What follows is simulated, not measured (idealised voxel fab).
process module | voxel ribs on slabs
cross-section cut | 180 nm wide | cells 5 nm
A cross-section is a grid of square cells, given in bands from the top down. A band is one or more rows of cells.
Each band's line starts with the height of the band's top and of its bottom, in nm. Then come its materials from left to right, each with its width in nm. One material with "throughout" fills the band from edge to edge. "air" is empty space.
Height 0 is the level under which the wafer as received is all one material. The lowest band goes on downwards, as in "0 down".
A width such as "30 to 40" changes by the same amount from each row of cells to the next, from the band's top row to its bottom row.
"no change" after a step means that no cell of the cross-section changed.
closed voids: empty space of 8 cells or more with no open way to the top, each as width x height at its distance from the left edge, in nm
after a step's settings: what the simulator itself notes on the step
overlay nm, on a step with a mask: how far to the right of its planned place the mask lay; to the left if negative
plan
1 op RECEIVE | material Si
2 op DIRECTIONAL_DEP | material SiO2 | thk nm 25
3 op DIRECTIONAL_DEP | material polySi | thk nm 15
4 op DIRECTIONAL_DEP | material aC | thk nm 10
5 op PATTERN | tone cover | mask id RIB | material resist | width nm 20 | thk nm 30 | overlay nm 0
6 op DIRECTIONAL_ETCH | etch materials aC | depth nm 10
7 op STRIP | etch materials resist
8 op DIRECTIONAL_ETCH | etch materials polySi | depth nm 10
9 op STRIP | etch materials aC
10 op PATTERN | tone cover | mask id SLAB | material resist | width nm 70 | thk nm 15 | overlay nm 0
11 op DIRECTIONAL_ETCH | etch materials polySi | depth nm 5
12 op STRIP | etch materials resist
13 op FILL_DEP | material SiO2 | thk nm 25
14 op CMP | height nm 55
15 op DIRECTIONAL_DEP | material TiN | thk nm 10
16 op PATTERN | tone cover | mask id HEATER | material resist | width nm 30 | thk nm 15 | overlay nm 0
17 op DIRECTIONAL_ETCH | etch materials TiN | depth nm 10
18 op STRIP | etch materials resist
19 op CONFORMAL_DEP | material SiN | thk nm 5
as received, after step 1
  0 down: Si throughout
  closed voids: none
first wafer at the end, as planned
  70 to 65: air 70 | SiN 40 | air 70
  65 to 60: air 70 | SiN 5 | TiN 30 | SiN 5 | air 70
  60 to 55: SiN 75 | TiN 30 | SiN 75
  55 to 40: SiO2 throughout
  40 to 30: SiO2 80 | polySi 20 | SiO2 80
  30 to 25: SiO2 55 | polySi 70 | SiO2 55
  25 to 0: SiO2 throughout
  0 down: Si throughout
  closed voids: none
second wafer at the end: like start, like plan, one mistake
  65 to 55: air 75 | TiN 30 | air 75
  55 to 40: SiO2 throughout
  40 to 30: SiO2 80 | polySi 20 | SiO2 80
  30 to 25: SiO2 55 | polySi 70 | SiO2 55
  25 to 0: SiO2 throughout
  0 down: Si throughout
  closed voids: none
what went wrong: step 19 was left out
at the end the second wafer has, in cells: 40 fewer of SiN
